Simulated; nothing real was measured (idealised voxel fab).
The document below concerns the process module designated voxel transistor to metal.
The cross-section shown here is cut; it is 265 nm wide and divided into square cells measuring 5 nm on a side.
Think of the cross-section as a grid of square cells. We describe it in bands, top to bottom, and each band covers one or more rows of those cells.
Band entry format. Leading values: height of top, height of bottom, nm. Remainder: materials in left-to-right order, each with its width in nm. Special words: "throughout" on a single material, which then fills the band edge to edge; "empty", empty space.
Beneath 0, the wafer as received is one material, and that level is where height counting begins. The lowest band goes on downward without a bottom; it is written like "0..down".
It should be noted that a width expressed as "30..40" varies in equal increments from row to row of cells within the band, taking the value of the first number at the top row and that of the second number at the bottom row.
The cross-section has no changed cell in any step marked "everything unchanged".
In the "Closed void roster" entry, you get each enclosed empty space of 8 cells or more, one with no open way to the top, written width x height at distance, distance from the left edge, in nm.
Heads up: the bit after the settings on a step's line is the simulator's remark on that step.
A step's line can hold "overlay nm"; with a mask on that step, the setting says how far right of the planned place the mask lay, while a negative setting says it lay to the left.

Process steps - plan
1) RECEIVE: material Si
2) CONFORMAL_DEP: material SiO2, thk nm 5
3) CONFORMAL_DEP: material SiN, thk nm 10
4) PATTERN: tone cover, mask id ACTIVE, material resist, width nm 100, pitch nm 125, thk nm 20, overlay nm 0
5) DIRECTIONAL_ETCH: etch materials SiN, depth nm 10
6) DIRECTIONAL_ETCH: etch materials SiO2, depth nm 5
7) DIRECTIONAL_ETCH: etch materials Si, depth nm 25
8) STRIP: etch materials resist
9) OXIDIZE: depth nm 5
10) FILL_DEP: material SiO2, thk nm 5
11) CMP: height nm 15
12) SELECTIVE_ETCH: etch materials SiO2, depth nm 10
13) STRIP: etch materials SiN
14) SELECTIVE_ETCH: etch materials SiO2, depth nm 5
15) OXIDIZE: depth nm 5
16) DIRECTIONAL_DEP: material polySi, thk nm 30
17) DIRECTIONAL_DEP: material SiCN, thk nm 15
18) DIRECTIONAL_DEP: material aC, thk nm 15
19) PATTERN: tone cover, mask id GATE, material resist, width nm 20, pitch nm 125, thk nm 30, overlay nm 0
20) DIRECTIONAL_ETCH: etch materials aC, depth nm 15
21) STRIP: etch materials resist
22) DIRECTIONAL_ETCH: etch materials SiCN, depth nm 25
23) DIRECTIONAL_ETCH: etch materials polySi, depth nm 40
24) STRIP: etch materials aC
25) CONFORMAL_DEP: material SiN, thk nm 10
26) DIRECTIONAL_ETCH: etch materials SiN, depth nm 10
27) DIRECTIONAL_ETCH: etch materials SiO2, depth nm 5
28) DIRECTIONAL_ETCH: etch materials Si, depth nm 10
29) EPI: material SiGe, thk nm 15
30) FILL_DEP: material SiO2, thk nm 5
31) CMP: height nm 45
32) DIRECTIONAL_DEP: material SiO2, thk nm 15
33) DIRECTIONAL_DEP: material aC, thk nm 15
34) PATTERN: tone open, mask id CONTACT, material resist, width nm 20, thk nm 35, overlay nm -10
35) DIRECTIONAL_ETCH: etch materials aC, depth nm 15
36) STRIP: etch materials resist
37) DIRECTIONAL_ETCH: etch materials SiO2, depth nm 60
38) STRIP: etch materials aC
39) CONFORMAL_DEP: material TiN, thk nm 5
40) FILL_DEP: material Ru, thk nm 10
41) CMP: height nm 60
42) CONFORMAL_DEP: material SiN, thk nm 5
43) DIRECTIONAL_DEP: material lowk, thk nm 20
44) PATTERN: tone open, mask id METAL_1, material resist, width nm 20, thk nm 20, overlay nm 0
45) DIRECTIONAL_ETCH: etch materials lowk, depth nm 20
46) DIRECTIONAL_ETCH: etch materials SiN, depth nm 5
47) STRIP: etch materials resist
48) CONFORMAL_DEP: material TiN, thk nm 5
49) FILL_DEP: material Ru, thk nm 5
50) CMP: height nm 85
51) CONFORMAL_DEP: material SiCN, thk nm 5
52) DIRECTIONAL_DEP: material lowk, thk nm 25
53) DIRECTIONAL_DEP: material aC, thk nm 15
54) PATTERN: tone open, mask id METAL_2_HOLES, material resist, width nm 15, pitch nm 125, thk nm 35, overlay nm 0
55) DIRECTIONAL_ETCH: etch materials aC, depth nm 15
56) STRIP: etch materials resist
57) DIRECTIONAL_ETCH: etch materials lowk, depth nm 25
58) STRIP: etch materials aC
59) PATTERN: tone open, mask id METAL_2, material resist, width nm 20, pitch nm 125, thk nm 20, overlay nm 0
60) DIRECTIONAL_ETCH: etch materials lowk, depth nm 15
61) DIRECTIONAL_ETCH: etch materials SiCN, depth nm 5
62) STRIP: etch materials resist
63) CONFORMAL_DEP: material TiN, thk nm 5
64) FILL_DEP: material Ru, thk nm 10
65) CMP: height nm 115
66) CONFORMAL_DEP: material SiN, thk nm 5
Be aware that, although all wafers share a common starting state, the overlay nm at step 34 differs among them, and the plan displays the first wafer's value.

Cross-section of the first incoming wafer of several, state after step 1
    0..down: Si throughout
    Closed void roster: none

Tabulated below, wafer by wafer, are the end-of-module results: for each material, the number of cells gained (+) or lost (-) relative to the as-received state, followed by the closed voids
overlay nm -10 | +112 Ru | -178 Si | +71 SiCN | +88 SiGe | +162 SiN | +420 SiO2 | +172 TiN | +377 lowk | +48 polySi | Closed void roster: none
overlay nm -5 | +122 Ru | -178 Si | +71 SiCN | +88 SiGe | +162 SiN | +406 SiO2 | +176 TiN | +377 lowk | +48 polySi | Closed void roster: none
overlay nm 0 | +118 Ru | -178 Si | +71 SiCN | +88 SiGe | +162 SiN | +406 SiO2 | +180 TiN | +377 lowk | +48 polySi | Closed void roster: none
overlay nm 5 | +122 Ru | -178 Si | +71 SiCN | +88 SiGe | +162 SiN | +406 SiO2 | +176 TiN | +377 lowk | +48 polySi | Closed void roster: none
overlay nm 10 | +112 Ru | -178 Si | +71 SiCN | +88 SiGe | +162 SiN | +420 SiO2 | +172 TiN | +377 lowk | +48 polySi | Closed void roster: none
